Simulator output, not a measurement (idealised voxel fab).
process module | voxel self aligned vias
cross-section cut | 155 nm wide | cells 5 nm
A cross-section is a grid of square cells, given in bands from the top down. A band is one or more rows of cells.
Each band's line starts with the height of the band's top and of its bottom, in nm. Then come its materials from left to right, each with its width in nm. One material with "throughout" fills the band from edge to edge. "air" is empty space.
Height 0 is the level under which the wafer as received is all one material. The lowest band goes on downwards, as in "0 down".
A width such as "30 to 40" changes by the same amount from each row of cells to the next, from the band's top row to its bottom row.
"no change" after a step means that no cell of the cross-section changed.
closed voids: empty space of 8 cells or more with no open way to the top, each as width x height at its distance from the left edge, in nm
after a step's settings: what the simulator itself notes on the step
overlay nm, on a step with a mask: how far to the right of its planned place the mask lay; to the left if negative
plan
1 op RECEIVE | material Si
2 op CONFORMAL_DEP | material SiO2 | thk nm 5
3 op CONFORMAL_DEP | material SiCN | thk nm 5
4 op DIRECTIONAL_DEP | material lowk | thk nm 25
5 op MASKED_ETCH | tone open | mask id LINES | width nm 20 | pitch nm 45 | etch materials lowk | depth nm 25 | overlay nm 0
6 op CONFORMAL_DEP | material TiN | thk nm 5
7 op FILL_DEP | material W | thk nm 5
8 op CMP | height nm 40
9 op SELECTIVE_ETCH | etch materials W Ru TiN | depth nm 5
10 op FILL_DEP | material SiN | thk nm 10
11 op CMP | height nm 40
12 op DIRECTIONAL_DEP | material lowk | thk nm 20
13 op PATTERN | tone open | mask id VIAS | material resist | width nm 30 | pitch nm 45 | thk nm 15 | overlay nm 0
14 op DIRECTIONAL_ETCH | etch materials lowk | depth nm 20
15 op DIRECTIONAL_ETCH | etch materials SiN | depth nm 5
16 op STRIP | etch materials resist
17 op CONFORMAL_DEP | material TiN | thk nm 5
18 op FILL_DEP | material W | thk nm 10
19 op CMP | height nm 60
20 op CONFORMAL_DEP | material SiN | thk nm 5
varied across the wafers: thk nm of step 2. The plan shows the first wafer's value. All wafers start alike
first wafer as received, after step 1
  0 down: Si throughout
  closed voids: none
first wafer at the end, after step 20
  65 to 60: SiN throughout
  60 to 40: lowk 15 | TiN 5 | W 20 | TiN 5 | lowk 15 | TiN 5 | W 20 | TiN 5 | lowk 15 | TiN 5 | W 20 | TiN 5 | lowk 20
  40 to 35: SiN 15 | TiN 30 | SiN 15 | TiN 30 | SiN 15 | TiN 30 | SiN 20
  35 to 15: lowk 20 | TiN 5 | W 10 | TiN 5 | lowk 25 | TiN 5 | W 10 | TiN 5 | lowk 25 | TiN 5 | W 10 | TiN 5 | lowk 25
  15 to 10: lowk 20 | TiN 20 | lowk 25 | TiN 20 | lowk 25 | TiN 20 | lowk 25
  10 to 5: SiCN throughout
  5 to 0: SiO2 throughout
  0 down: Si throughout
  closed voids: none
last wafer at the end
  65 to 60: SiN throughout
  60 to 45: lowk 15 | TiN 5 | W 20 | TiN 5 | lowk 15 | TiN 5 | W 20 | TiN 5 | lowk 15 | TiN 5 | W 20 | TiN 5 | lowk 20
  45 to 40: lowk 15 | TiN 10 | W 10 | TiN 10 | lowk 15 | TiN 10 | W 10 | TiN 10 | lowk 15 | TiN 10 | W 10 | TiN 10 | lowk 20
  40 to 30: lowk 20 | TiN 20 | lowk 25 | TiN 20 | lowk 25 | TiN 20 | lowk 25
  30 to 25: SiCN throughout
  25 to 0: SiO2 throughout
  0 down: Si throughout
  closed voids: none
each wafer at the end: cells of each material gained (+) or lost (-) since it was received, then its closed voids
thk nm 5 | +31 SiCN | +44 SiN | +31 SiO2 | +78 TiN | +72 W | +147 lowk | closed voids: none
thk nm 10 | +31 SiCN | +31 SiN | +62 SiO2 | +72 TiN | +60 W | +147 lowk | closed voids: none
thk nm 15 | +31 SiCN | +31 SiN | +93 SiO2 | +66 TiN | +54 W | +128 lowk | closed voids: none
thk nm 20 | +31 SiCN | +31 SiN | +124 SiO2 | +60 TiN | +48 W | +109 lowk | closed voids: none
thk nm 25 | +31 SiCN | +31 SiN | +155 SiO2 | +54 TiN | +42 W | +90 lowk | closed voids: none
